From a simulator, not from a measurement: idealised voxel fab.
process module | voxel transistor to metal
cross-section cut | 155 nm wide | cells 5 nm
A cross-section is a grid of square cells, given in bands from the top down. A band is one or more rows of cells.
Each band's line starts with the height of the band's top and of its bottom, in nm. Then come its materials from left to right, each with its width in nm. One material with "throughout" fills the band from edge to edge. "air" is empty space.
Height 0 is the level under which the wafer as received is all one material. The lowest band goes on downwards, as in "0 down".
A width such as "30 to 40" changes by the same amount from each row of cells to the next, from the band's top row to its bottom row.
"no change" after a step means that no cell of the cross-section changed.
closed voids: empty space of 8 cells or more with no open way to the top, each as width x height at its distance from the left edge, in nm
after a step's settings: what the simulator itself notes on the step
overlay nm, on a step with a mask: how far to the right of its planned place the mask lay; to the left if negative
Each pair below shows a cross-section before one step and the cross-section after it, down to the lowest band that changed. The line under each pair gives the step between them, with its settings. The pairs can come from different runs of this module on the same starting wafer, so a pair continues from the pair above only where its "before" says so.
before
  110 to 90: resist 35 | air 15 | resist 55 | air 15 | resist 35
  90 to 55: SiO2 throughout
  55 to 50: SiCN throughout
  50 to 35: SiO2 30 | SiCN 5 | W 15 | SiCN 5 | SiO2 45 | SiCN 5 | W 15 | SiCN 5 | SiO2 30
  35 to 30: SiCN 35 | TiN 15 | SiCN 55 | TiN 15 | SiCN 35
  30 to 20: SiO2 35 | TiN 5 | Ru 5 | TiN 5 | SiO2 55 | TiN 5 | Ru 5 | TiN 5 | SiO2 35
  20 to 15: SiO2 35 | TiN 5 | Ru 5 | TiN 5 | SiO2 55 | TiN 15 | SiO2 35
  15 to 5: SiO2 35 | TiN 5 | Ru 5 | TiN 5 | SiO2 15 | SiN 5 | HfO2 5 | TiN 5 | W 15 | TiN 5 | HfO2 5 | SiN 5 | TiN 10 | SiO2 35
  5 to 0: SiO2 35 | TiN 15 | SiO2 15 | SiN 5 | HfO2 5 | TiN 25 | HfO2 5 | SiN 5 | TiN 10 | SiO2 35
  0 to -5: SiO2 25 | pSi 40 | SiO2 5 | HfO2 35 | SiO2 5 | pSi 20 | SiO2 25
  -5 to -25: SiO2 30 | Si 95 | SiO2 30
  -25 down: Si throughout
  closed voids: none
after
  110 to 90: resist 35 | air 15 | resist 55 | air 15 | resist 35
  90 to 70: SiO2 35 | air 15 | SiO2 55 | air 15 | SiO2 35
  below 70: unchanged
  closed voids: none
the step between: op DIRECTIONAL_ETCH | etch materials SiO2 | depth nm 20
before: the cross-section after the pair above
after
  90 to 70: SiO2 35 | air 15 | SiO2 55 | air 15 | SiO2 35
  below 70: unchanged
  closed voids: none
the step between: op STRIP | etch materials resist
before: the cross-section after the pair above
after
  105 to 90: resist 35 | air 15 | resist 55 | air 15 | resist 35
  below 90: unchanged
  closed voids: none
the step between: op PATTERN | tone open | mask id METAL_2_HOLES | material resist | width nm 15 | pitch nm 70 | thk nm 15 | overlay nm 0
before: the cross-section after the pair above
after
  105 to 90: resist 35 | air 15 | resist 55 | air 15 | resist 35
  90 to 55: SiO2 35 | air 15 | SiO2 55 | air 15 | SiO2 35
  below 55: unchanged
  closed voids: none
the step between: op DIRECTIONAL_ETCH | etch materials SiO2 | depth nm 15
before: the cross-section after the pair above
after
  105 to 90: resist 35 | air 15 | resist 55 | air 15 | resist 35
  90 to 55: SiO2 35 | air 15 | SiO2 55 | air 15 | SiO2 35
  55 to 50: SiCN 35 | air 15 | SiCN 55 | air 15 | SiCN 35
  below 50: unchanged
  closed voids: none
the step between: op DIRECTIONAL_ETCH | etch materials SiCN | depth nm 5
before: the cross-section after the pair above
after
  90 to 55: SiO2 35 | air 15 | SiO2 55 | air 15 | SiO2 35
  below 55: unchanged
  closed voids: none
the step between: op STRIP | etch materials resist
before: the cross-section after the pair above
after
  95 to 90: TiN 40 | air 5 | TiN 65 | air 5 | TiN 40
  90 to 55: SiO2 35 | TiN 5 | air 5 | TiN 5 | SiO2 55 | TiN 5 | air 5 | TiN 5 | SiO2 35
  55 to 50: SiCN 35 | TiN 15 | SiCN 55 | TiN 15 | SiCN 35
  below 50: unchanged
  closed voids: none
the step between: op CONFORMAL_DEP | material TiN | thk nm 5
before: the cross-section after the pair above
after
  100 to 95: Ru throughout
  95 to 90: TiN 40 | Ru 5 | TiN 65 | Ru 5 | TiN 40
  90 to 55: SiO2 35 | TiN 5 | Ru 5 | TiN 5 | SiO2 55 | TiN 5 | Ru 5 | TiN 5 | SiO2 35
  below 55: unchanged
  closed voids: none
the step between: op FILL_DEP | material Ru | thk nm 5
before: the cross-section after the pair above
after
  90 to 55: SiO2 35 | TiN 5 | Ru 5 | TiN 5 | SiO2 55 | TiN 5 | Ru 5 | TiN 5 | SiO2 35
  below 55: unchanged
  closed voids: none
the step between: op CMP | height nm 90
before: the cross-section after the pair above
after
  95 to 90: SiCN throughout
  below 90: unchanged
  closed voids: none
the step between: op CONFORMAL_DEP | material SiCN | thk nm 5
before
  35 to 30: TiN 40 | air 5 | TiN 65 | air 5 | TiN 40
  30 to 15: SiO2 35 | TiN 5 | air 5 | TiN 5 | SiO2 55 | TiN 5 | air 5 | TiN 5 | SiO2 35
  15 to 5: SiO2 35 | TiN 5 | air 5 | TiN 5 | SiO2 5 | SiN 5 | HfO2 5 | TiN 5 | W 15 | TiN 5 | HfO2 5 | SiN 5 | SiO2 5 | TiN 5 | air 5 | TiN 5 | SiO2 35
  5 to 0: SiO2 35 | TiN 15 | SiO2 5 | SiN 5 | HfO2 5 | TiN 25 | HfO2 5 | SiN 5 | SiO2 5 | TiN 15 | SiO2 35
  0 to -5: SiO2 25 | pSi 30 | SiO2 5 | HfO2 35 | SiO2 5 | pSi 30 | SiO2 25
  -5 to -25: SiO2 30 | Si 95 | SiO2 30
  -25 down: Si throughout
  closed voids: none
after
  40 to 35: polySi throughout
  35 to 30: TiN 40 | polySi 5 | TiN 65 | polySi 5 | TiN 40
  30 to 15: SiO2 35 | TiN 5 | polySi 5 | TiN 5 | SiO2 55 | TiN 5 | polySi 5 | TiN 5 | SiO2 35
  15 to 5: SiO2 35 | TiN 5 | polySi 5 | TiN 5 | SiO2 5 | SiN 5 | HfO2 5 | TiN 5 | W 15 | TiN 5 | HfO2 5 | SiN 5 | SiO2 5 | TiN 5 | polySi 5 | TiN 5 | SiO2 35
  below 5: unchanged
  closed voids: none
the step between: op FILL_DEP | material polySi | thk nm 5
before: the cross-section after the pair above
after
  30 to 15: SiO2 35 | TiN 5 | polySi 5 | TiN 5 | SiO2 55 | TiN 5 | polySi 5 | TiN 5 | SiO2 35
  below 15: unchanged
  closed voids: none
the step between: op CMP | height nm 30
before: the cross-section after the pair above
after
  35 to 30: TiN throughout
  below 30: unchanged
  closed voids: none
the step between: op DIRECTIONAL_DEP | material TiN | thk nm 5
before: the cross-section after the pair above
after
  50 to 35: W throughout
  below 35: unchanged
  closed voids: none
the step between: op DIRECTIONAL_DEP | material W | thk nm 15
before: the cross-section after the pair above
after
  65 to 50: air 35 | resist 15 | air 55 | resist 15 | air 35
  below 50: unchanged
  closed voids: none
the step between: op PATTERN | tone cover | mask id METAL_1 | material resist | width nm 15 | pitch nm 70 | thk nm 15 | overlay nm 0
before: the cross-section after the pair above
after
  65 to 50: air 35 | resist 15 | air 55 | resist 15 | air 35
  50 to 35: air 35 | W 15 | air 55 | W 15 | air 35
  below 35: unchanged
  closed voids: none
the step between: op DIRECTIONAL_ETCH | etch materials W | depth nm 15
before: the cross-section after the pair above
after
  65 to 50: air 35 | resist 15 | air 55 | resist 15 | air 35
  50 to 35: air 35 | W 15 | air 55 | W 15 | air 35
  35 to 30: air 35 | TiN 15 | air 55 | TiN 15 | air 35
  below 30: unchanged
  closed voids: none
the step between: op DIRECTIONAL_ETCH | etch materials TiN | depth nm 5
before: the cross-section after the pair above
after
  50 to 35: air 35 | W 15 | air 55 | W 15 | air 35
  below 35: unchanged
  closed voids: none
the step between: op STRIP | etch materials resist
before: the cross-section after the pair above
after
  55 to 50: air 30 | SiCN 25 | air 45 | SiCN 25 | air 30
  50 to 35: air 30 | SiCN 5 | W 15 | SiCN 5 | air 45 | SiCN 5 | W 15 | SiCN 5 | air 30
  35 to 30: SiCN 35 | TiN 15 | SiCN 55 | TiN 15 | SiCN 35
  below 30: unchanged
  closed voids: none
the step between: op CONFORMAL_DEP | material SiCN | thk nm 5
before: the cross-section after the pair above
after
  60 to 55: SiO2 throughout
  55 to 50: SiO2 30 | SiCN 25 | SiO2 45 | SiCN 25 | SiO2 30
  50 to 35: SiO2 30 | SiCN 5 | W 15 | SiCN 5 | SiO2 45 | SiCN 5 | W 15 | SiCN 5 | SiO2 30
  below 35: unchanged
  closed voids: none
the step between: op FILL_DEP | material SiO2 | thk nm 5
before: the cross-section after the pair above
after
  50 to 35: SiO2 30 | SiCN 5 | W 15 | SiCN 5 | SiO2 45 | SiCN 5 | W 15 | SiCN 5 | SiO2 30
  below 35: unchanged
  closed voids: none
the step between: op CMP | height nm 50
before: the cross-section after the pair above
after
  55 to 50: SiCN throughout
  below 50: unchanged
  closed voids: none
the step between: op CONFORMAL_DEP | material SiCN | thk nm 5
before: the cross-section after the pair above
after
  90 to 55: SiO2 throughout
  below 55: unchanged
  closed voids: none
the step between: op DIRECTIONAL_DEP | material SiO2 | thk nm 35
before: the cross-section after the pair above
after
  110 to 90: resist 35 | air 15 | resist 55 | air 15 | resist 35
  below 90: unchanged
  closed voids: none
the step between: op PATTERN | tone open | mask id METAL_2 | material resist | width nm 15 | pitch nm 70 | thk nm 20 | overlay nm 0
before: the cross-section after the pair above
after
  110 to 90: resist 35 | air 15 | resist 55 | air 15 | resist 35
  90 to 70: SiO2 35 | air 15 | SiO2 55 | air 15 | SiO2 35
  below 70: unchanged
  closed voids: none
the step between: op DIRECTIONAL_ETCH | etch materials SiO2 | depth nm 20
before: the cross-section after the pair above
after
  90 to 70: SiO2 35 | air 15 | SiO2 55 | air 15 | SiO2 35
  below 70: unchanged
  closed voids: none
the step between: op STRIP | etch materials resist
before: the cross-section after the pair above
after
  105 to 90: resist 35 | air 15 | resist 55 | air 15 | resist 35
  below 90: unchanged
  closed voids: none
the step between: op PATTERN | tone open | mask id METAL_2_HOLES | material resist | width nm 15 | pitch nm 70 | thk nm 15 | overlay nm 0
before: the cross-section after the pair above
after
  105 to 90: resist 35 | air 15 | resist 55 | air 15 | resist 35
  90 to 55: SiO2 35 | air 15 | SiO2 55 | air 15 | SiO2 35
  below 55: unchanged
  closed voids: none
the step between: op DIRECTIONAL_ETCH | etch materials SiO2 | depth nm 15
before: the cross-section after the pair above
after
  105 to 90: resist 35 | air 15 | resist 55 | air 15 | resist 35
  90 to 55: SiO2 35 | air 15 | SiO2 55 | air 15 | SiO2 35
  55 to 50: SiCN 35 | air 15 | SiCN 55 | air 15 | SiCN 35
  below 50: unchanged
  closed voids: none
the step between: op DIRECTIONAL_ETCH | etch materials SiCN | depth nm 5
before: the cross-section after the pair above
after
  90 to 55: SiO2 35 | air 15 | SiO2 55 | air 15 | SiO2 35
  below 55: unchanged
  closed voids: none
the step between: op STRIP | etch materials resist
before: the cross-section after the pair above
after
  95 to 90: TiN 40 | air 5 | TiN 65 | air 5 | TiN 40
  90 to 55: SiO2 35 | TiN 5 | air 5 | TiN 5 | SiO2 55 | TiN 5 | air 5 | TiN 5 | SiO2 35
  55 to 50: SiCN 35 | TiN 15 | SiCN 55 | TiN 15 | SiCN 35
  below 50: unchanged
  closed voids: none
the step between: op CONFORMAL_DEP | material TiN | thk nm 5
before: the cross-section after the pair above
after
  100 to 95: Ru throughout
  95 to 90: TiN 40 | Ru 5 | TiN 65 | Ru 5 | TiN 40
  90 to 55: SiO2 35 | TiN 5 | Ru 5 | TiN 5 | SiO2 55 | TiN 5 | Ru 5 | TiN 5 | SiO2 35
  below 55: unchanged
  closed voids: none
the step between: op FILL_DEP | material Ru | thk nm 5
before: the cross-section after the pair above
after
  90 to 55: SiO2 35 | TiN 5 | Ru 5 | TiN 5 | SiO2 55 | TiN 5 | Ru 5 | TiN 5 | SiO2 35
  below 55: unchanged
  closed voids: none
the step between: op CMP | height nm 90
before: the cross-section after the pair above
after
  95 to 90: SiCN throughout
  below 90: unchanged
  closed voids: none
the step between: op CONFORMAL_DEP | material SiCN | thk nm 5
before
  40 to 30: aC throughout
  30 to 20: SiCN throughout
  20 to 0: polySi throughout
  0 to -5: SiO2 throughout
  -5 to -25: SiO2 30 | Si 95 | SiO2 30
  -25 down: Si throughout
  closed voids: none
after
  65 to 40: resist 65 | air 25 | resist 65
  below 40: unchanged
  closed voids: none
the step between: op PATTERN | tone open | mask id GATE | material resist | width nm 25 | thk nm 25 | overlay nm 0
before: the cross-section after the pair above
after
  55 to 40: resist 65 | air 25 | resist 65
  40 to 30: aC 65 | air 25 | aC 65
  below 30: unchanged
  closed voids: none
the step between: op DIRECTIONAL_ETCH | etch materials aC | depth nm 10
before: the cross-section after the pair above
after
  40 to 30: aC 65 | air 25 | aC 65
  below 30: unchanged
  closed voids: none
the step between: op STRIP | etch materials resist
before: the cross-section after the pair above
after
  40 to 30: aC 65 | air 25 | aC 65
  30 to 20: SiCN 65 | air 25 | SiCN 65
  below 20: unchanged
  closed voids: none
the step between: op DIRECTIONAL_ETCH | etch materials SiCN | depth nm 20
before: the cross-section after the pair above
after
  40 to 30: aC 65 | air 25 | aC 65
  30 to 20: SiCN 65 | air 25 | SiCN 65
  20 to 0: polySi 65 | air 25 | polySi 65
  below 0: unchanged
  closed voids: none
the step between: op DIRECTIONAL_ETCH | etch materials polySi | depth nm 30
before: the cross-section after the pair above
after
  30 to 20: SiCN 65 | air 25 | SiCN 65
  below 20: unchanged
  closed voids: none
the step between: op STRIP | etch materials aC
before: the cross-section after the pair above
after
  35 to 30: SiO2 70 | air 15 | SiO2 70
  30 to 20: SiCN 65 | SiO2 5 | air 15 | SiO2 5 | SiCN 65
  20 to 5: polySi 65 | SiO2 5 | air 15 | SiO2 5 | polySi 65
  5 to 0: polySi 65 | SiO2 25 | polySi 65
  below 0: unchanged
  closed voids: none
the step between: op CONFORMAL_DEP | material SiO2 | thk nm 5
before: the cross-section after the pair above
after
  30 to 20: SiCN 65 | SiO2 5 | air 15 | SiO2 5 | SiCN 65
  20 to 0: polySi 65 | SiO2 5 | air 15 | SiO2 5 | polySi 65
  below 0: unchanged
  closed voids: none
the step between: op DIRECTIONAL_ETCH | etch materials SiO2 | depth nm 5
before: the cross-section after the pair above
after
  35 to 30: SiN 75 | air 5 | SiN 75
  30 to 20: SiCN 65 | SiO2 5 | SiN 5 | air 5 | SiN 5 | SiO2 5 | SiCN 65
  20 to 5: polySi 65 | SiO2 5 | SiN 5 | air 5 | SiN 5 | SiO2 5 | polySi 65
  5 to 0: polySi 65 | SiO2 5 | SiN 15 | SiO2 5 | polySi 65
  below 0: unchanged
  closed voids: none
the step between: op CONFORMAL_DEP | material SiN | thk nm 5
before: the cross-section after the pair above
after
  30 to 20: SiCN 65 | SiO2 5 | SiN 5 | air 5 | SiN 5 | SiO2 5 | SiCN 65
  20 to 0: polySi 65 | SiO2 5 | SiN 5 | air 5 | SiN 5 | SiO2 5 | polySi 65
  below 0: unchanged
  closed voids: none
the step between: op DIRECTIONAL_ETCH | etch materials SiN | depth nm 5
before: the cross-section after the pair above
after
  30 to 25: SiCN 65 | air 5 | SiN 5 | air 5 | SiN 5 | air 5 | SiCN 65
  25 to 20: SiCN 65 | SiO2 5 | SiN 5 | air 5 | SiN 5 | SiO2 5 | SiCN 65
  20 to 0: polySi 65 | SiO2 5 | SiN 5 | air 5 | SiN 5 | SiO2 5 | polySi 65
  0 to -5: SiO2 75 | air 5 | SiO2 75
  below -5: unchanged
  closed voids: none
the step between: op DIRECTIONAL_ETCH | etch materials SiO2 | depth nm 5
before: the cross-section after the pair above
after
  30 to 25: SiCN 65 | air 5 | SiN 5 | air 5 | SiN 5 | air 5 | SiCN 65
  25 to 20: SiCN 65 | SiO2 5 | SiN 5 | air 5 | SiN 5 | SiO2 5 | SiCN 65
  20 to 0: polySi 65 | SiO2 5 | SiN 5 | air 5 | SiN 5 | SiO2 5 | polySi 65
  0 to -5: SiO2 75 | pSi 5 | SiO2 75
  below -5: unchanged
  closed voids: none
the step between: op EPI | material pSi | thk nm 5
before: the cross-section after the pair above
after
  40 to 30: SiO2 throughout
  30 to 20: SiCN 65 | SiO2 5 | SiN 5 | SiO2 5 | SiN 5 | SiO2 5 | SiCN 65
  20 to 0: polySi 65 | SiO2 5 | SiN 5 | SiO2 5 | SiN 5 | SiO2 5 | polySi 65
  below 0: unchanged
  closed voids: none
the step between: op FILL_DEP | material SiO2 | thk nm 10
before: the cross-section after the pair above
after
  20 to 0: polySi 65 | SiO2 5 | SiN 5 | SiO2 5 | SiN 5 | SiO2 5 | polySi 65
  below 0: unchanged
  closed voids: none
the step between: op CMP | height nm 20
before: the cross-section after the pair above
after
  20 to 0: air 65 | SiO2 5 | SiN 5 | SiO2 5 | SiN 5 | SiO2 5 | air 65
  below 0: unchanged
  closed voids: none
the step between: op STRIP | etch materials polySi
before: the cross-section after the pair above
after
  20 to 15: air 70 | SiN 5 | air 5 | SiN 5 | air 70
  15 to 0: air 70 | SiN 5 | SiO2 5 | SiN 5 | air 70
  0 to -5: air 70 | SiO2 5 | pSi 5 | SiO2 5 | air 70
  below -5: unchanged
  closed voids: none
the step between: op SELECTIVE_ETCH | etch materials SiO2 | depth nm 5
before: the cross-section after the pair above
after
  25 to 20: air 65 | HfO2 25 | air 65
  20 to 15: air 65 | HfO2 5 | SiN 5 | HfO2 5 | SiN 5 | HfO2 5 | air 65
  15 to 0: air 65 | HfO2 5 | SiN 5 | SiO2 5 | SiN 5 | HfO2 5 | air 65
  0 to -5: HfO2 70 | SiO2 5 | pSi 5 | SiO2 5 | HfO2 70
  below -5: unchanged
  closed voids: none
the step between: op CONFORMAL_DEP | material HfO2 | thk nm 5
before: the cross-section after the pair above
after
  30 to 25: air 60 | TiN 35 | air 60
  25 to 20: air 60 | TiN 5 | HfO2 25 | TiN 5 | air 60
  20 to 15: air 60 | TiN 5 | HfO2 5 | SiN 5 | HfO2 5 | SiN 5 | HfO2 5 | TiN 5 | air 60
  15 to 5: air 60 | TiN 5 | HfO2 5 | SiN 5 | SiO2 5 | SiN 5 | HfO2 5 | TiN 5 | air 60
  5 to 0: TiN 65 | HfO2 5 | SiN 5 | SiO2 5 | SiN 5 | HfO2 5 | TiN 65
  below 0: unchanged
  closed voids: none
the step between: op CONFORMAL_DEP | material TiN | thk nm 5
before: the cross-section after the pair above
after
  35 to 30: W throughout
  30 to 25: W 60 | TiN 35 | W 60
  25 to 20: W 60 | TiN 5 | HfO2 25 | TiN 5 | W 60
  20 to 15: W 60 | TiN 5 | HfO2 5 | SiN 5 | HfO2 5 | SiN 5 | HfO2 5 | TiN 5 | W 60
  15 to 5: W 60 | TiN 5 | HfO2 5 | SiN 5 | SiO2 5 | SiN 5 | HfO2 5 | TiN 5 | W 60
  below 5: unchanged
  closed voids: none
the step between: op FILL_DEP | material W | thk nm 5
before: the cross-section after the pair above
after
  15 to 5: W 60 | TiN 5 | HfO2 5 | SiN 5 | SiO2 5 | SiN 5 | HfO2 5 | TiN 5 | W 60
  below 5: unchanged
  closed voids: none
the step between: op CMP | height nm 15
before: the cross-section after the pair above
after
  30 to 15: SiO2 throughout
  below 15: unchanged
  closed voids: none
the step between: op DIRECTIONAL_DEP | material SiO2 | thk nm 15
before: the cross-section after the pair above
after
  30 to 15: SiO2 35 | air 15 | SiO2 55 | air 15 | SiO2 35
  below 15: unchanged
  closed voids: none
the step between: op MASKED_ETCH | tone open | mask id CONTACT | width nm 15 | pitch nm 70 | etch materials SiO2 | depth nm 30 | overlay nm 0
before: the cross-section after the pair above
after
  35 to 30: TiN 40 | air 5 | TiN 65 | air 5 | TiN 40
  30 to 20: SiO2 35 | TiN 5 | air 5 | TiN 5 | SiO2 55 | TiN 5 | air 5 | TiN 5 | SiO2 35
  20 to 15: SiO2 35 | TiN 15 | SiO2 55 | TiN 15 | SiO2 35
  below 15: unchanged
  closed voids: none
the step between: op CONFORMAL_DEP | material TiN | thk nm 5
before: the cross-section after the pair above
after
  40 to 35: Ru throughout
  35 to 30: TiN 40 | Ru 5 | TiN 65 | Ru 5 | TiN 40
  30 to 20: SiO2 35 | TiN 5 | Ru 5 | TiN 5 | SiO2 55 | TiN 5 | Ru 5 | TiN 5 | SiO2 35
  below 20: unchanged
  closed voids: none
the step between: op FILL_DEP | material Ru | thk nm 5
before: the cross-section after the pair above
after
  30 to 20: SiO2 35 | TiN 5 | Ru 5 | TiN 5 | SiO2 55 | TiN 5 | Ru 5 | TiN 5 | SiO2 35
  below 20: unchanged
  closed voids: none
the step between: op CMP | height nm 30
before: the cross-section after the pair above
after
  35 to 30: TiN throughout
  below 30: unchanged
  closed voids: none
the step between: op DIRECTIONAL_DEP | material TiN | thk nm 5
before: the cross-section after the pair above
after
  50 to 35: W throughout
  below 35: unchanged
  closed voids: none
the step between: op DIRECTIONAL_DEP | material W | thk nm 15
before: the cross-section after the pair above
after
  65 to 50: air 35 | resist 15 | air 55 | resist 15 | air 35
  below 50: unchanged
  closed voids: none
the step between: op PATTERN | tone cover | mask id METAL_1 | material resist | width nm 15 | pitch nm 70 | thk nm 15 | overlay nm 0
before: the cross-section after the pair above
after
  65 to 50: air 35 | resist 15 | air 55 | resist 15 | air 35
  50 to 35: air 35 | W 15 | air 55 | W 15 | air 35
  below 35: unchanged
  closed voids: none
the step between: op DIRECTIONAL_ETCH | etch materials W | depth nm 15
before: the cross-section after the pair above
after
  65 to 50: air 35 | resist 15 | air 55 | resist 15 | air 35
  50 to 35: air 35 | W 15 | air 55 | W 15 | air 35
  35 to 30: air 35 | TiN 15 | air 55 | TiN 15 | air 35
  below 30: unchanged
  closed voids: none
the step between: op DIRECTIONAL_ETCH | etch materials TiN | depth nm 5
before: the cross-section after the pair above
after
  50 to 35: air 35 | W 15 | air 55 | W 15 | air 35
  below 35: unchanged
  closed voids: none
the step between: op STRIP | etch materials resist
before: the cross-section after the pair above
after
  55 to 50: air 30 | SiCN 25 | air 45 | SiCN 25 | air 30
  50 to 35: air 30 | SiCN 5 | W 15 | SiCN 5 | air 45 | SiCN 5 | W 15 | SiCN 5 | air 30
  35 to 30: SiCN 35 | TiN 15 | SiCN 55 | TiN 15 | SiCN 35
  below 30: unchanged
  closed voids: none
the step between: op CONFORMAL_DEP | material SiCN | thk nm 5
before: the cross-section after the pair above
after
  60 to 55: SiO2 throughout
  55 to 50: SiO2 30 | SiCN 25 | SiO2 45 | SiCN 25 | SiO2 30
  50 to 35: SiO2 30 | SiCN 5 | W 15 | SiCN 5 | SiO2 45 | SiCN 5 | W 15 | SiCN 5 | SiO2 30
  below 35: unchanged
  closed voids: none
the step between: op FILL_DEP | material SiO2 | thk nm 5
before: the cross-section after the pair above
after
  50 to 35: SiO2 30 | SiCN 5 | W 15 | SiCN 5 | SiO2 45 | SiCN 5 | W 15 | SiCN 5 | SiO2 30
  below 35: unchanged
  closed voids: none
the step between: op CMP | height nm 50
before: the cross-section after the pair above
after
  55 to 50: SiCN throughout
  below 50: unchanged
  closed voids: none
the step between: op CONFORMAL_DEP | material SiCN | thk nm 5
before: the cross-section after the pair above
after
  90 to 55: SiO2 throughout
  below 55: unchanged
  closed voids: none
the step between: op DIRECTIONAL_DEP | material SiO2 | thk nm 35
before: the cross-section after the pair above
after
  110 to 90: resist 35 | air 15 | resist 55 | air 15 | resist 35
  below 90: unchanged
  closed voids: none
the step between: op PATTERN | tone open | mask id METAL_2 | material resist | width nm 15 | pitch nm 70 | thk nm 20 | overlay nm 0
before: the cross-section after the pair above
after
  110 to 90: resist 35 | air 15 | resist 55 | air 15 | resist 35
  90 to 70: SiO2 35 | air 15 | SiO2 55 | air 15 | SiO2 35
  below 70: unchanged
  closed voids: none
the step between: op DIRECTIONAL_ETCH | etch materials SiO2 | depth nm 20
before: the cross-section after the pair above
after
  90 to 70: SiO2 35 | air 15 | SiO2 55 | air 15 | SiO2 35
  below 70: unchanged
  closed voids: none
the step between: op STRIP | etch materials resist
before: the cross-section after the pair above
after
  105 to 90: resist 35 | air 15 | resist 55 | air 15 | resist 35
  below 90: unchanged
  closed voids: none
the step between: op PATTERN | tone open | mask id METAL_2_HOLES | material resist | width nm 15 | pitch nm 70 | thk nm 15 | overlay nm 0
before: the cross-section after the pair above
after
  105 to 90: resist 35 | air 15 | resist 55 | air 15 | resist 35
  90 to 55: SiO2 35 | air 15 | SiO2 55 | air 15 | SiO2 35
  below 55: unchanged
  closed voids: none
the step between: op DIRECTIONAL_ETCH | etch materials SiO2 | depth nm 15
before: the cross-section after the pair above
after
  105 to 90: resist 35 | air 15 | resist 55 | air 15 | resist 35
  90 to 55: SiO2 35 | air 15 | SiO2 55 | air 15 | SiO2 35
  55 to 50: SiCN 35 | air 15 | SiCN 55 | air 15 | SiCN 35
  below 50: unchanged
  closed voids: none
the step between: op DIRECTIONAL_ETCH | etch materials SiCN | depth nm 5
before: the cross-section after the pair above
after
  90 to 55: SiO2 35 | air 15 | SiO2 55 | air 15 | SiO2 35
  below 55: unchanged
  closed voids: none
the step between: op STRIP | etch materials resist
before: the cross-section after the pair above
after
  95 to 90: TiN 40 | air 5 | TiN 65 | air 5 | TiN 40
  90 to 55: SiO2 35 | TiN 5 | air 5 | TiN 5 | SiO2 55 | TiN 5 | air 5 | TiN 5 | SiO2 35
  55 to 50: SiCN 35 | TiN 15 | SiCN 55 | TiN 15 | SiCN 35
  below 50: unchanged
  closed voids: none
the step between: op CONFORMAL_DEP | material TiN | thk nm 5
before: the cross-section after the pair above
after
  100 to 95: Ru throughout
  95 to 90: TiN 40 | Ru 5 | TiN 65 | Ru 5 | TiN 40
  90 to 55: SiO2 35 | TiN 5 | Ru 5 | TiN 5 | SiO2 55 | TiN 5 | Ru 5 | TiN 5 | SiO2 35
  below 55: unchanged
  closed voids: none
the step between: op FILL_DEP | material Ru | thk nm 5
before: the cross-section after the pair above
after
  90 to 55: SiO2 35 | TiN 5 | Ru 5 | TiN 5 | SiO2 55 | TiN 5 | Ru 5 | TiN 5 | SiO2 35
  below 55: unchanged
  closed voids: none
the step between: op CMP | height nm 90
before: the cross-section after the pair above
after
  95 to 90: SiCN throughout
  below 90: unchanged
  closed voids: none
the step between: op CONFORMAL_DEP | material SiCN | thk nm 5
